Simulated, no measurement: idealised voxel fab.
Process module under the name voxel gate over fins
Square cells of 5 nm make up the cross-section cut, whose width is 250 nm.
Cross-section = grid of square cells, listed top down in bands; band = one or more rows.
Within each band entry, the heights of the top and of the bottom of the band appear first, in that order and in nm; the materials of the band then follow from left to right, each with its corresponding width in nm. The designation "everywhere" on a single material indicates that it fills the band from edge to edge; the designation "blank" indicates empty space.
Heights are expressed relative to 0, this being the level below which the as-received wafer comprises one material exclusively. The lowest band is unbounded in the downward direction and is denoted as in "0 nm and below".
The expression "30->40" gives the width at the extremes of the band, the first number at its top row of cells and the second at its bottom row, with the width changing by equal amounts from each row to the next in between.
For the purposes of this document, the phrase "stayed the same" attached to a step denotes that no cell within the cross-section was modified by that step.
If an empty space has no open way to the top and is at least 8 cells in size, "Encapsulated voids" lists it, written width x height at distance, where distance is measured from the left edge and every value is in nm.
What comes after the settings on a step's line is commentary from the simulator itself on that step.
"overlay nm" denotes, for a step that has a mask, the displacement of the mask to the right of its planned place, with negative values corresponding to the left.
Set out below are the planned steps of the process:
1: RECEIVE | material Si
2: CONFORMAL_DEP | material SiN | thk nm 10
3: DIRECTIONAL_DEP | material aC | thk nm 15
4: PATTERN | tone cover | mask id FINS | material resist | width nm 15 | pitch nm 55 | thk nm 35 | overlay nm 0
5: DIRECTIONAL_ETCH | etch materials aC | depth nm 15
6: STRIP | etch materials resist
7: DIRECTIONAL_ETCH | etch materials SiN | depth nm 10
8: DIRECTIONAL_ETCH | etch materials Si | depth nm 30
9: STRIP | etch materials aC
10: OXIDIZE | depth nm 5
11: FILL_DEP | material SiO2 | thk nm 10
12: CMP | height nm 10
13: DIRECTIONAL_DEP | material aC | thk nm 15
14: PATTERN | tone open | mask id RAIL | material resist | width nm 15 | thk nm 30 | overlay nm 0
15: DIRECTIONAL_ETCH | etch materials aC | depth nm 15
16: STRIP | etch materials resist
17: DIRECTIONAL_ETCH | etch materials SiO2 | depth nm 35
18: STRIP | etch materials aC
19: CONFORMAL_DEP | material TiN | thk nm 5
20: FILL_DEP | material Ru | thk nm 5
21: CMP | height nm 10
22: SELECTIVE_ETCH | etch materials W Ru TiN | depth nm 30
23: FILL_DEP | material SiO2 | thk nm 5
24: CMP | height nm 10
25: SELECTIVE_ETCH | etch materials SiO2 | depth nm 20
26: STRIP | etch materials SiN
27: CONFORMAL_DEP | material HfO2 | thk nm 5
28: CONFORMAL_DEP | material TiN | thk nm 5
29: FILL_DEP | material W | thk nm 15
30: CMP | height nm 20
31: CONFORMAL_DEP | material SiN | thk nm 10
Cross-section, incoming material, after step 1:
- 0 nm and below  Si everywhere
- Encapsulated voids: none
Post-module cross-section of the first of two wafers (run per plan):
- 30 nm to 20 nm  SiN everywhere
- 20 nm to 10 nm  W everywhere
- 10 nm to 5 nm  85 nm W, 25 nm TiN, 30 nm W, 25 nm TiN, 85 nm W
- 5 nm to 0 nm  85 nm W, 5 nm TiN, 15 nm HfO2, 5 nm TiN, 30 nm W, 5 nm TiN, 15 nm HfO2, 5 nm TiN, 85 nm W
- 0 nm to -5 nm  90 nm TiN, 5 nm HfO2, 5 nm Si, 5 nm HfO2, 40 nm TiN, 5 nm HfO2, 5 nm Si, 5 nm HfO2, 90 nm TiN
- -5 nm to -10 nm  95 nm HfO2, 5 nm Si, 50 nm HfO2, 5 nm Si, 95 nm HfO2
- -10 nm to -20 nm  95 nm SiO2, 5 nm Si, 50 nm SiO2, 5 nm Si, 95 nm SiO2
- -20 nm to -25 nm  95 nm SiO2, 5 nm Si, 15 nm SiO2, 15 nm TiN, 20 nm SiO2, 5 nm Si, 95 nm SiO2
- -25 nm to -35 nm  95 nm SiO2, 5 nm Si, 50 nm SiO2, 5 nm Si, 95 nm SiO2
- -35 nm and below  Si everywhere
- Encapsulated voids: none
Presented here is a cross-section of the second of the two wafers as it stood at the end of the module. It was started in the same manner and assigned the same plan as the first wafer; however, one mistake was made in its execution:
- 30 nm to 20 nm  SiN everywhere
- 20 nm to 10 nm  W everywhere
- 10 nm to 5 nm  85 nm W, 25 nm TiN, 30 nm W, 25 nm TiN, 85 nm W
- 5 nm to 0 nm  85 nm W, 5 nm TiN, 15 nm HfO2, 5 nm TiN, 30 nm W, 5 nm TiN, 15 nm HfO2, 5 nm TiN, 85 nm W
- 0 nm to -5 nm  90 nm TiN, 5 nm HfO2, 5 nm Si, 5 nm HfO2, 40 nm TiN, 5 nm HfO2, 5 nm Si, 5 nm HfO2, 90 nm TiN
- -5 nm to -10 nm  95 nm HfO2, 5 nm Si, 50 nm HfO2, 5 nm Si, 95 nm HfO2
- -10 nm to -20 nm  95 nm SiO2, 5 nm Si, 50 nm SiO2, 5 nm Si, 95 nm SiO2
- -20 nm to -25 nm  95 nm SiO2, 5 nm Si, 10 nm SiO2, 25 nm TiN, 15 nm SiO2, 5 nm Si, 95 nm SiO2
- -25 nm to -35 nm  95 nm SiO2, 5 nm Si, 50 nm SiO2, 5 nm Si, 95 nm SiO2
- -35 nm and below  Si everywhere
- Encapsulated voids: none
The mistake made against the process plan was this: in deviation from the planned setting, step 14 was conducted as PATTERN | tone open | mask id RAIL | material resist | width nm 25 | thk nm 30 | overlay nm 0
Per the end-of-run cell counts, the second wafer holds more or fewer of some materials than the first: 2 fewer of SiO2; 2 more of TiN
